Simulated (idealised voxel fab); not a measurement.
Presented below is a process module, voxel gate over fins.
Cross-section cut: width 300 nm, square cells of 5 nm.
Cross-section format: a grid of square cells, given as bands from top to bottom; each band is one or more rows of cells.
Heads up on the band format: heights come first, top then bottom, in nm. After that it's the materials left to right, each with its width in nm. A single material flagged "full width" fills the whole band edge to edge, and "air" means there's empty space there.
The reference from which all heights are counted is 0, the level beneath which the as-received wafer is entirely one material; the lowest band, having no lower bound, proceeds downward and is written after the example "0..down".
Note: "30 to 40" means the width goes from the first number (top row of the band) to the second number (bottom row) in equal steps per row of cells.
It should be understood that the words "everything unchanged", when stated for a given step, signify that the cross-section underwent no change in any of its cells during that step.
Closed-off voids of 8+ cells (no open route to the top) go in "Sealed void list", written width x height at distance from the left edge, in nm.
Text after the settings on a step's line: the simulator's own remark on that step.
overlay nm: on a step with a mask, how far right of its planned place the mask lay; negative means left.
These are the steps we planned for the process:
| 1 | RECEIVE,material Si |
| 2 | CONFORMAL_DEP,material SiN,thk nm 5 |
| 3 | MASKED_ETCH,tone cover,mask id FINS,width nm 15,pitch nm 45,etch materials SiN,depth nm 5,overlay nm 0 |
| 4 | MASKED_ETCH,tone cover,mask id FINS,width nm 15,pitch nm 45,etch materials Si,depth nm 35,overlay nm 0 |
| 5 | FILL_DEP,material SiO2,thk nm 5 |
| 6 | CMP,height nm 5 |
| 7 | SELECTIVE_ETCH,etch materials SiO2,depth nm 20 |
| 8 | STRIP,etch materials SiN |
| 9 | CONFORMAL_DEP,material HfO2,thk nm 5 |
| 10 | CONFORMAL_DEP,material TiN,thk nm 5 |
| 11 | CONFORMAL_DEP,material TiAl,thk nm 5 |
| 12 | CONFORMAL_DEP,material TiN,thk nm 5 |
| 13 | FILL_DEP,material W,thk nm 10 |
| 14 | CMP,height nm 25 |
| 15 | CONFORMAL_DEP,material SiCN,thk nm 5 |
Wafer-to-wafer difference: width nm, step 3. Common start. Plan = first wafer's value.
The first of several wafers, as received after step 1, seen in section:
  0..down = Si full width
  Sealed void list: none
Basically each wafer gets a line in the table, showing it at the end of the module: material by material, the cells it gained (+) or lost (-) since we got it, then its closed voids:
width nm 15 | +72 HfO2 | -378 Si | +60 SiCN | +216 SiO2 | +72 TiAl | +138 TiN | +180 W | Sealed void list: none
width nm 20 | +72 HfO2 | -364 Si | +60 SiCN | +208 SiO2 | +69 TiAl | +138 TiN | +177 W | Sealed void list: none
width nm 25 | +72 HfO2 | -350 Si | +60 SiCN | +200 SiO2 | +66 TiAl | +138 TiN | +174 W | Sealed void list: none
width nm 30 | +72 HfO2 | -336 Si | +60 SiCN | +192 SiO2 | +66 TiAl | +135 TiN | +171 W | Sealed void list: none
